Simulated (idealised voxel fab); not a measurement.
process module | voxel self aligned contacts
cross-section cut | 220 nm wide | cells 5 nm
A cross-section is a grid of square cells, given in bands from the top down. A band is one or more rows of cells.
Each band's line starts with the height of the band's top and of its bottom, in nm. Then come its materials from left to right, each with its width in nm. One material with "throughout" fills the band from edge to edge. "air" is empty space.
Height 0 is the level under which the wafer as received is all one material. The lowest band goes on downwards, as in "0 down".
A width such as "30 to 40" changes by the same amount from each row of cells to the next, from the band's top row to its bottom row.
"no change" after a step means that no cell of the cross-section changed.
closed voids: empty space of 8 cells or more with no open way to the top, each as width x height at its distance from the left edge, in nm
after a step's settings: what the simulator itself notes on the step
overlay nm, on a step with a mask: how far to the right of its planned place the mask lay; to the left if negative
plan
1 op RECEIVE | material Si
2 op CONFORMAL_DEP | material SiO2 | thk nm 5
3 op DIRECTIONAL_DEP | material polySi | thk nm 20
4 op DIRECTIONAL_DEP | material SiN | thk nm 15
5 op DIRECTIONAL_DEP | material aC | thk nm 15
6 op PATTERN | tone cover | mask id GATE | material resist | width nm 30 | pitch nm 65 | thk nm 35 | overlay nm 0
7 op DIRECTIONAL_ETCH | etch materials aC | depth nm 15
8 op STRIP | etch materials resist
9 op DIRECTIONAL_ETCH | etch materials SiN | depth nm 15
10 op DIRECTIONAL_ETCH | etch materials polySi | depth nm 20
11 op STRIP | etch materials aC
12 op CONFORMAL_DEP | material SiN | thk nm 5
13 op DIRECTIONAL_ETCH | etch materials SiN | depth nm 5
14 op FILL_DEP | material SiO2 | thk nm 15
15 op CMP | height nm 45
16 op MASKED_ETCH | tone open | mask id CONTACT | width nm 45 | etch materials SiO2 | depth nm 45 | overlay nm 0
17 op CONFORMAL_DEP | material TiN | thk nm 5
18 op FILL_DEP | material Ru | thk nm 10
19 op CMP | height nm 45
20 op CONFORMAL_DEP | material SiCN | thk nm 5
as received, after step 1
  0 down: Si throughout
  closed voids: none
first wafer at the end, as planned
  50 to 45: SiCN throughout
  45 to 40: SiO2 85 | TiN 15 | Ru 15 | TiN 15 | SiO2 90
  40 to 25: SiO2 55 | SiN 40 | TiN 5 | Ru 15 | TiN 5 | SiN 40 | SiO2 60
  25 to 5: SiO2 55 | SiN 5 | polySi 30 | SiN 5 | TiN 5 | Ru 15 | TiN 5 | SiN 5 | polySi 30 | SiN 5 | SiO2 60
  5 to 0: SiO2 95 | TiN 25 | SiO2 100
  0 down: Si throughout
  closed voids: none
second wafer at the end: like start, like plan, one mistake
  50 to 45: SiCN throughout
  45 to 40: SiO2 75 | TiN 25 | Ru 15 | TiN 5 | SiO2 100
  40 to 25: SiO2 55 | SiN 40 | TiN 5 | Ru 15 | TiN 5 | SiN 40 | SiO2 60
  25 to 5: SiO2 55 | SiN 5 | polySi 30 | SiN 5 | TiN 5 | Ru 15 | TiN 5 | SiN 5 | polySi 30 | SiN 5 | SiO2 60
  5 to 0: SiO2 95 | TiN 25 | SiO2 100
  0 down: Si throughout
  closed voids: none
what went wrong: step 16 ran as: op MASKED_ETCH | tone open | mask id CONTACT | width nm 45 | etch materials SiO2 | depth nm 45 | overlay nm -10
at the end the second wafer has, in cells: as many of each material as the first, in other places
